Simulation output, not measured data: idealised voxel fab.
The following is a process module called voxel gate over fins.
255 nm wide, 5 nm square cells: that's cross-section cut.
A cross-section is a grid of square cells, given in bands from the top down. A band is one or more rows of cells.
Top height, bottom height, nm. Materials left to right, width each, nm. Single material + "edge to edge" = fills band edge to edge. "empty" = empty.
Heights are measured from 0, the level below which the as-received wafer is all one material; the lowest band has no bottom and continues downward, written as in "from 0 down".
Quick explanation for "30..40": the width changes in equal steps down the rows of cells, from the first number in the band's top row to the second number in its bottom row.
"remained the same" after a step means that no cell of the cross-section changed.
Closed-off voids of 8+ cells (no open route to the top) go in "Closed void roster", written width x height at distance from the left edge, in nm.
Past the settings on a step's line: simulator remark, on that step.
overlay nm: mask right of planned place by this much (step with mask). Neg. = left.

**Planned step list for the process**
1,op RECEIVE | material Si
2,op CONFORMAL_DEP | material SiN | thk nm 10
3,op MASKED_ETCH | tone cover | mask id FINS | width nm 15 | pitch nm 50 | etch materials SiN | depth nm 10 | overlay nm 0
4,op MASKED_ETCH | tone cover | mask id FINS | width nm 15 | pitch nm 50 | etch materials Si | depth nm 35 | overlay nm 0
5,op OXIDIZE | depth nm 5
6,op FILL_DEP | material SiO2 | thk nm 15
7,op CMP | height nm 10
8,op DIRECTIONAL_DEP | material aC | thk nm 10
9,op PATTERN | tone open | mask id RAIL | material resist | width nm 15 | thk nm 30 | overlay nm 0
10,op DIRECTIONAL_ETCH | etch materials aC | depth nm 10
11,op STRIP | etch materials resist
12,op DIRECTIONAL_ETCH | etch materials SiO2 | depth nm 40
13,op STRIP | etch materials aC
14,op CONFORMAL_DEP | material TiN | thk nm 5
15,op FILL_DEP | material W | thk nm 10
16,op CMP | height nm 10
17,op SELECTIVE_ETCH | etch materials W Ru TiN | depth nm 30
18,op FILL_DEP | material SiO2 | thk nm 5
19,op CMP | height nm 10
20,op SELECTIVE_ETCH | etch materials SiO2 | depth nm 20
21,op STRIP | etch materials SiN
22,op CONFORMAL_DEP | material HfO2 | thk nm 5
23,op CONFORMAL_DEP | material TiN | thk nm 5
24,op CONFORMAL_DEP | material TiAl | thk nm 5
25,op CONFORMAL_DEP | material TiN | thk nm 5
26,op FILL_DEP | material W | thk nm 15
27,op CMP | height nm 30
28,op CONFORMAL_DEP | material SiN | thk nm 5

**As-received wafer cross-section (after step 1)**
	from 0 down: Si edge to edge
	Closed void roster: none

**What the wafer looks like in cross-section after this module, when it starts as shown above and follows the plan above but one mistake is made in running it**
	from 35 to 30: SiN edge to edge
	from 30 to 20: W edge to edge
	from 20 to 15: 80 of W, 45 of TiAl, 5 of W, 45 of TiAl, 80 of W
	from 15 to 10: 80 of W, 5 of TiAl, 35 of TiN, 5 of TiAl, 5 of W, 5 of TiAl, 35 of TiN, 5 of TiAl, 80 of W
	from 10 to 5: 85 of TiAl, 35 of TiN, 15 of TiAl, 35 of TiN, 85 of TiAl
	from 5 to 0: 95 of TiN, 15 of HfO2, 35 of TiN, 15 of HfO2, 95 of TiN
	from 0 to -5: 95 of TiN, 5 of HfO2, 5 of Si, 5 of HfO2, 35 of TiN, 5 of HfO2, 5 of Si, 5 of HfO2, 95 of TiN
	from -5 to -10: 100 of HfO2, 5 of Si, 45 of HfO2, 5 of Si, 100 of HfO2
	from -10 to -20: 100 of SiO2, 5 of Si, 45 of SiO2, 5 of Si, 100 of SiO2
	from -20 to -25: 100 of SiO2, 5 of Si, 15 of SiO2, 5 of TiN, 5 of W, 5 of TiN, 15 of SiO2, 5 of Si, 100 of SiO2
	from -25 to -30: 100 of SiO2, 5 of Si, 15 of SiO2, 15 of TiN, 15 of SiO2, 5 of Si, 100 of SiO2
	from -30 to -40: 100 of SiO2, 5 of Si, 45 of SiO2, 5 of Si, 100 of SiO2
	from -40 down: Si edge to edge
	Closed void roster: none
Processing error: ran 24 and 25 in swapped order versus the plan
